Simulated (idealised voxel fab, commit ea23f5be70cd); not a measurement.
Herein follows the process module entitled voxel ribs on slabs.
Each square cell in cross-section cut measures 5 nm, and the section as a whole is 145 nm wide.
Square cells in a grid make up a cross-section in this document, and the grid is given as bands, listed from the top down, each one or more rows of cells. Each band's line starts with the height of the band's top and of its bottom, in nm. Then come its materials from left to right, each with its width in nm. One material with "edge to edge" fills the band from edge to edge. "air" is empty space. The level at which height equals 0 is the one under which the wafer, as it arrives, is entirely one material. No lower edge exists for the bottom band, which continues downward and is notated as in "z 0 and below". The notation "30..40" denotes a width that varies across the rows of cells in the band, beginning at the first number in the top row, finishing at the second number in the bottom row, and changing by an identical amount from each row to the next. No cell of the cross-section changed in a step that is given as "no change occurred". Basically, "Unvented cavities" tells you about the enclosed voids: empty spaces with no open way to the top, 8 cells or bigger, each written width x height at distance, where distance is from the left edge, all in nm. Text after the settings on a step's line: the simulator's own remark on that step. overlay nm: for a step with a mask, the amount by which the mask lay right of where it was planned; a negative amount means left of it.

Steps in the process plan:
1. RECEIVE [material Si]
2. DIRECTIONAL_DEP [material SiO2] [thk nm 30]
3. DIRECTIONAL_DEP [material polySi] [thk nm 25]
4. PATTERN [tone cover] [mask id RIB] [material resist] [width nm 30] [thk nm 15] [overlay nm 0]
5. DIRECTIONAL_ETCH [etch materials polySi] [depth nm 20]
6. STRIP [etch materials resist]
7. DIRECTIONAL_DEP [material aC] [thk nm 10]
8. PATTERN [tone cover] [mask id SLAB] [material resist] [width nm 80] [thk nm 30] [overlay nm 0]
9. DIRECTIONAL_ETCH [etch materials aC] [depth nm 10]
10. STRIP [etch materials resist]
11. DIRECTIONAL_ETCH [etch materials polySi] [depth nm 5]
12. STRIP [etch materials aC]
13. FILL_DEP [material SiO2] [thk nm 25]
14. CMP [height nm 70]
15. DIRECTIONAL_DEP [material W] [thk nm 5]
16. MASKED_ETCH [tone cover] [mask id HEATER] [width nm 40] [etch materials W] [depth nm 5] [overlay nm 0]
17. CONFORMAL_DEP [material SiN] [thk nm 5]

Cross-section: wafer on arrival = after step 1:
	z 0 and below | Si edge to edge
	Unvented cavities: none

End-of-module cross-section. Starting structure and process plan as above; one mistake made in running it:
	z 80 to 75 | 45 air, 50 SiN, 50 air
	z 75 to 70 | 50 SiN, 40 W, 55 SiN
	z 70 to 25 | SiO2 edge to edge
	z 25 to 0 | polySi edge to edge
	z 0 and below | Si edge to edge
	Unvented cavities: none
Where did the run depart from the plan? plan vs actual: 2 and 3 interchanged
